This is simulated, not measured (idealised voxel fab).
process module | voxel quadruple lines
cross-section cut | 300 nm wide | cells 5 nm
A cross-section is a grid of square cells, given in bands from the top down. A band is one or more rows of cells.
Each band's line starts with the height of the band's top and of its bottom, in nm. Then come its materials from left to right, each with its width in nm. One material with "throughout" fills the band from edge to edge. "air" is empty space.
Height 0 is the level under which the wafer as received is all one material. The lowest band goes on downwards, as in "0 down".
A width such as "30 to 40" changes by the same amount from each row of cells to the next, from the band's top row to its bottom row.
"no change" after a step means that no cell of the cross-section changed.
closed voids: empty space of 8 cells or more with no open way to the top, each as width x height at its distance from the left edge, in nm
after a step's settings: what the simulator itself notes on the step
overlay nm, on a step with a mask: how far to the right of its planned place the mask lay; to the left if negative
plan
1 op RECEIVE | material Si
2 op CONFORMAL_DEP | material Al2O3 | thk nm 5
3 op DIRECTIONAL_DEP | material W | thk nm 10
4 op DIRECTIONAL_DEP | material polySi | thk nm 15
5 op DIRECTIONAL_DEP | material aC | thk nm 25
6 op PATTERN | tone cover | mask id MANDREL | material resist | width nm 35 | thk nm 35 | overlay nm 0
7 op DIRECTIONAL_ETCH | etch materials aC | depth nm 25
8 op STRIP | etch materials resist
9 op CONFORMAL_DEP | material SiO2 | thk nm 5
10 op DIRECTIONAL_ETCH | etch materials SiO2 | depth nm 15
11 op STRIP | etch materials aC
12 op DIRECTIONAL_ETCH | etch materials polySi | depth nm 15
13 op STRIP | etch materials SiO2
14 op CONFORMAL_DEP | material SiN | thk nm 10
15 op DIRECTIONAL_ETCH | etch materials SiN | depth nm 10
16 op STRIP | etch materials polySi
17 op DIRECTIONAL_ETCH | etch materials W | depth nm 10
18 op STRIP | etch materials SiN
varied across the wafers: thk nm of step 9. The plan shows the first wafer's value. All wafers start alike
first wafer as received, after step 1
  0 down: Si throughout
  closed voids: none
each wafer at the end: cells of each material gained (+) or lost (-) since it was received, then its closed voids
thk nm 5 | +60 Al2O3 | +16 W | closed voids: none
thk nm 10 | +60 Al2O3 | +16 W | closed voids: none
thk nm 15 | +60 Al2O3 | +16 W | closed voids: none
thk nm 20 | +60 Al2O3 | closed voids: none
thk nm 25 | +60 Al2O3 | closed voids: none
thk nm 30 | +60 Al2O3 | closed voids: none
